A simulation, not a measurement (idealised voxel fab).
process module | voxel self aligned contacts
cross-section cut | 295 nm wide | cells 5 nm
A cross-section is a grid of square cells, given in bands from the top down. A band is one or more rows of cells.
Each band's line starts with the height of the band's top and of its bottom, in nm. Then come its materials from left to right, each with its width in nm. One material with "throughout" fills the band from edge to edge. "air" is empty space.
Height 0 is the level under which the wafer as received is all one material. The lowest band goes on downwards, as in "0 down".
A width such as "30 to 40" changes by the same amount from each row of cells to the next, from the band's top row to its bottom row.
"no change" after a step means that no cell of the cross-section changed.
closed voids: empty space of 8 cells or more with no open way to the top, each as width x height at its distance from the left edge, in nm
after a step's settings: what the simulator itself notes on the step
overlay nm, on a step with a mask: how far to the right of its planned place the mask lay; to the left if negative
plan
1 op RECEIVE | material Si
2 op CONFORMAL_DEP | material SiO2 | thk nm 5
3 op DIRECTIONAL_DEP | material polySi | thk nm 20
4 op DIRECTIONAL_DEP | material SiN | thk nm 20
5 op DIRECTIONAL_DEP | material aC | thk nm 10
6 op PATTERN | tone cover | mask id GATE | material resist | width nm 30 | pitch nm 75 | thk nm 25 | overlay nm 0
7 op DIRECTIONAL_ETCH | etch materials aC | depth nm 10
8 op STRIP | etch materials resist
9 op DIRECTIONAL_ETCH | etch materials SiN | depth nm 20
10 op DIRECTIONAL_ETCH | etch materials polySi | depth nm 20
11 op STRIP | etch materials aC
12 op CONFORMAL_DEP | material SiN | thk nm 10
13 op DIRECTIONAL_ETCH | etch materials SiN | depth nm 10
14 op FILL_DEP | material SiO2 | thk nm 20
15 op CMP | height nm 55
16 op DIRECTIONAL_DEP | material aC | thk nm 15
17 op PATTERN | tone open | mask id CONTACT | material resist | width nm 55 | thk nm 30 | overlay nm 0
18 op DIRECTIONAL_ETCH | etch materials aC | depth nm 15
19 op STRIP | etch materials resist
20 op DIRECTIONAL_ETCH | etch materials SiO2 | depth nm 55
21 op STRIP | etch materials aC
22 op CONFORMAL_DEP | material TiN | thk nm 5
23 op FILL_DEP | material W | thk nm 5
24 op CMP | height nm 55
25 op CONFORMAL_DEP | material SiN | thk nm 5
as received, after step 1
  0 down: Si throughout
  closed voids: none
a wafer at the end: this start, this plan, one mistake
  60 to 55: SiN throughout
  55 to 45: SiO2 120 | TiN 5 to 30 | W 45 to 15 | TiN 5 to 10 | SiO2 120
  45 to 25: SiO2 95 | SiN 50 | TiN 5 | W 15 | TiN 5 | SiN 50 | SiO2 75
  25 to 5: SiO2 95 | SiN 10 | polySi 30 | SiN 10 | TiN 5 | W 15 | TiN 5 | SiN 10 | polySi 30 | SiN 10 | SiO2 75
  5 to 0: SiO2 145 | TiN 25 | SiO2 125
  0 down: Si throughout
  closed voids: none
what went wrong: step 6 ran as: op PATTERN | tone cover | mask id GATE | material resist | width nm 30 | pitch nm 75 | thk nm 25 | overlay nm 10
